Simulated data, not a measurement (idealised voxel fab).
process module | voxel ribs on slabs
cross-section cut | 230 nm wide | cells 5 nm
A cross-section is a grid of square cells, given in bands from the top down. A band is one or more rows of cells.
Each band's line starts with the height of the band's top and of its bottom, in nm. Then come its materials from left to right, each with its width in nm. One material with "throughout" fills the band from edge to edge. "air" is empty space.
Height 0 is the level under which the wafer as received is all one material. The lowest band goes on downwards, as in "0 down".
A width such as "30 to 40" changes by the same amount from each row of cells to the next, from the band's top row to its bottom row.
"no change" after a step means that no cell of the cross-section changed.
closed voids: empty space of 8 cells or more with no open way to the top, each as width x height at its distance from the left edge, in nm
after a step's settings: what the simulator itself notes on the step
overlay nm, on a step with a mask: how far to the right of its planned place the mask lay; to the left if negative
plan
1 op RECEIVE | material Si
2 op DIRECTIONAL_DEP | material SiO2 | thk nm 25
3 op DIRECTIONAL_DEP | material polySi | thk nm 20
4 op PATTERN | tone cover | mask id RIB | material resist | width nm 15 | thk nm 15 | overlay nm 0
5 op DIRECTIONAL_ETCH | etch materials polySi | depth nm 15
6 op STRIP | etch materials resist
7 op DIRECTIONAL_DEP | material aC | thk nm 15
8 op PATTERN | tone cover | mask id SLAB | material resist | width nm 65 | thk nm 35 | overlay nm 0
9 op DIRECTIONAL_ETCH | etch materials aC | depth nm 15
10 op STRIP | etch materials resist
11 op DIRECTIONAL_ETCH | etch materials polySi | depth nm 5
12 op STRIP | etch materials aC
13 op FILL_DEP | material SiO2 | thk nm 20
14 op CMP | height nm 60
15 op DIRECTIONAL_DEP | material TiN | thk nm 10
16 op DIRECTIONAL_DEP | material aC | thk nm 15
17 op PATTERN | tone cover | mask id HEATER | material resist | width nm 25 | thk nm 30 | overlay nm 0
18 op DIRECTIONAL_ETCH | etch materials aC | depth nm 15
19 op STRIP | etch materials resist
20 op DIRECTIONAL_ETCH | etch materials TiN | depth nm 10
21 op STRIP | etch materials aC
22 op CONFORMAL_DEP | material SiO2 | thk nm 10
as received, after step 1
  0 down: Si throughout
  closed voids: none
first wafer at the end, as planned
  80 to 70: air 90 | SiO2 45 | air 95
  70 to 60: SiO2 100 | TiN 25 | SiO2 105
  60 to 45: SiO2 throughout
  45 to 30: SiO2 105 | polySi 15 | SiO2 110
  30 to 25: SiO2 80 | polySi 65 | SiO2 85
  25 to 0: SiO2 throughout
  0 down: Si throughout
  closed voids: none
second wafer at the end: like start, like plan, one mistake
  80 to 70: air 90 | SiO2 45 | air 95
  70 to 60: SiO2 100 | TiN 25 | SiO2 105
  60 to 50: SiO2 105 | polySi 15 | SiO2 110
  50 to 45: SiO2 80 | polySi 65 | SiO2 85
  45 to 25: polySi throughout
  25 to 0: SiO2 throughout
  0 down: Si throughout
  closed voids: none
what went wrong: step 3 was run twice
at the end the second wafer has, in cells: 181 fewer of SiO2 | 181 more of polySi
